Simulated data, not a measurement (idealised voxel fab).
Process module under the name voxel self aligned vias
Pictured: cross-section cut, 300 nm wide, on a grid of 5 nm square cells.
Cross-section format: a grid of square cells, given as bands from top to bottom; each band is one or more rows of cells. Heights first: top, then bottom, in nm. Then materials, left to right, each with a width in nm. "everywhere" on a single material: fills the band edge to edge. "air": empty space. Height datum 0, below which the as-received substrate wafer is one material. Lowest band open at the bottom, running downward: "0 and below". Top row gets the first number, bottom row gets the second, and each row in between changes by the same step: that is how a band width like "30->40" works. Basically "all unchanged" means that step didn't change any cell in the cross-section. The label "Sealed internal voids" introduces a list of the empty spaces, 8 cells or larger, that have no open way up to the top; each entry in it reads width x height at distance, where the distance is taken from the left edge and all three are stated in nm. If you see something after the settings on a step's line, that's the simulator's own remark about that step. A step's line can hold "overlay nm"; with a mask on that step, the setting says how far right of the planned place the mask lay, while a negative setting says it lay to the left.

### The steps planned for the process are as follows
1: RECEIVE: material Si
2: CONFORMAL_DEP: material SiO2, thk nm 15
3: CONFORMAL_DEP: material SiCN, thk nm 5
4: DIRECTIONAL_DEP: material SiO2, thk nm 30
5: MASKED_ETCH: tone open, mask id LINES, width nm 30, pitch nm 55, etch materials SiO2, depth nm 30, overlay nm -15
6: CONFORMAL_DEP: material TiN, thk nm 5
7: FILL_DEP: material Ru, thk nm 10
8: CMP: height nm 50
9: SELECTIVE_ETCH: etch materials W Ru TiN, depth nm 10
10: FILL_DEP: material SiN, thk nm 5
11: CMP: height nm 50
12: DIRECTIONAL_DEP: material SiO2, thk nm 15
13: PATTERN: tone open, mask id VIAS, material resist, width nm 40, pitch nm 110, thk nm 20, overlay nm 0
14: DIRECTIONAL_ETCH: etch materials SiO2, depth nm 15
15: DIRECTIONAL_ETCH: etch materials SiN, depth nm 10
16: STRIP: etch materials resist
17: CONFORMAL_DEP: material TiN, thk nm 5
18: FILL_DEP: material Cu, thk nm 5
19: CMP: height nm 65
20: CONFORMAL_DEP: material SiN, thk nm 5
All wafers enter the flow in the same state. The overlay nm at step 5 differs from wafer to wafer, and the plan gives the value for the first wafer.

### Cross-section of the first of several wafers as received (after step 1)
0 and below: Si everywhere
Sealed internal voids: none

### Wafer rows, end of module: cells per material gained (+) or lost (-) since receipt; closed voids last
overlay nm -15; +32 Cu; +36 Ru; +60 SiCN; +80 SiN; +564 SiO2; +68 TiN; Sealed internal voids: none
overlay nm -10; +36 Cu; +36 Ru; +60 SiCN; +76 SiN; +564 SiO2; +68 TiN; Sealed internal voids: none
overlay nm -5; +40 Cu; +36 Ru; +60 SiCN; +72 SiN; +564 SiO2; +68 TiN; Sealed internal voids: none
overlay nm 0; +40 Cu; +36 Ru; +60 SiCN; +72 SiN; +564 SiO2; +68 TiN; Sealed internal voids: none
overlay nm 5; +40 Cu; +36 Ru; +60 SiCN; +72 SiN; +564 SiO2; +68 TiN; Sealed internal voids: none
overlay nm 10; +36 Cu; +36 Ru; +60 SiCN; +76 SiN; +564 SiO2; +68 TiN; Sealed internal voids: none
overlay nm 15; +32 Cu; +36 Ru; +60 SiCN; +80 SiN; +564 SiO2; +68 TiN; Sealed internal voids: none
